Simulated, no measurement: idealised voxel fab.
process module | voxel tone inversion
Cross-section cut spans 285 nm and uses square cells 5 nm in size.
Reading order for cross-sections: top band down to bottom band. Underlying form: a grid of square cells. Band size: one or more rows of cells. Heights first: top, then bottom, in nm. Then materials, left to right, each with a width in nm. "everywhere" on a single material: fills the band edge to edge. "air": empty space. Heads up on the height convention: 0 is the point under which the incoming wafer is all one material, and the lowest band has no bottom, it just keeps going down, like "0 -> down". Width "30..40": first value at the band's top row of cells, second value at its bottom row, equal change from row to row. "no change" (step): cross-section cells unchanged, all of them. So "Non-vented voids" is basically the list of trapped voids: any empty space of 8 cells or more that can't reach the top through an opening. They're written width x height at distance, the distance being from the left edge, and it's all nm. Formally, on a step line, whatever follows the settings is a remark that the simulator itself makes on the step. A step's line can hold "overlay nm"; with a mask on that step, the setting says how far right of the planned place the mask lay, while a negative setting says it lay to the left.

-- Steps in the process plan
- 1: RECEIVE,material Si
- 2: CONFORMAL_DEP,material SiN,thk nm 5
- 3: DIRECTIONAL_DEP,material aC,thk nm 20
- 4: PATTERN,tone cover,mask id POSTS,material resist,width nm 15,pitch nm 45,thk nm 25,overlay nm 0
- 5: DIRECTIONAL_ETCH,etch materials aC,depth nm 20
- 6: STRIP,etch materials resist
- 7: FILL_DEP,material SiO2,thk nm 10
- 8: CMP,height nm 25
- 9: STRIP,etch materials aC
- 10: CONFORMAL_DEP,material TiN,thk nm 5
- 11: FILL_DEP,material Ru,thk nm 5
- 12: CMP,height nm 25
- 13: CONFORMAL_DEP,material SiCN,thk nm 5

-- as received, after step 1
	0 -> down | Si everywhere
	Non-vented voids: none

-- The first of two wafers, cross-sectioned at the end of the module, with the run proceeding as planned
	30 -> 25 | SiCN everywhere
	25 -> 10 | SiO2=110, TiN=5, Ru=5, TiN=5, SiO2=30, TiN=5, Ru=5, TiN=5, SiO2=115
	10 -> 5 | SiO2=110, TiN=15, SiO2=30, TiN=15, SiO2=115
	5 -> 0 | SiN everywhere
	0 -> down | Si everywhere
	Non-vented voids: none

-- Cross-section of the latter of the two wafers at module completion. It had an identical start and an identical plan to the former; in running it, one mistake was made
	30 -> 25 | SiCN everywhere
	25 -> 10 | Ru=105, TiN=5, SiO2=15, TiN=5, Ru=20, TiN=5, SiO2=15, TiN=5, Ru=110
	10 -> 5 | TiN=110, SiO2=15, TiN=30, SiO2=15, TiN=115
	5 -> 0 | SiN everywhere
	0 -> down | Si everywhere
	Non-vented voids: none
It is concluded that the wafer was processed incorrectly with respect to the plan, in that step 4 ran as: PATTERN,tone open,mask id POSTS,material resist,width nm 15,pitch nm 45,thk nm 25,overlay nm 0
Final comparison by cell count, materials where the second wafer has more or fewer than the first: Ru +135; SiO2 -180; TiN +45
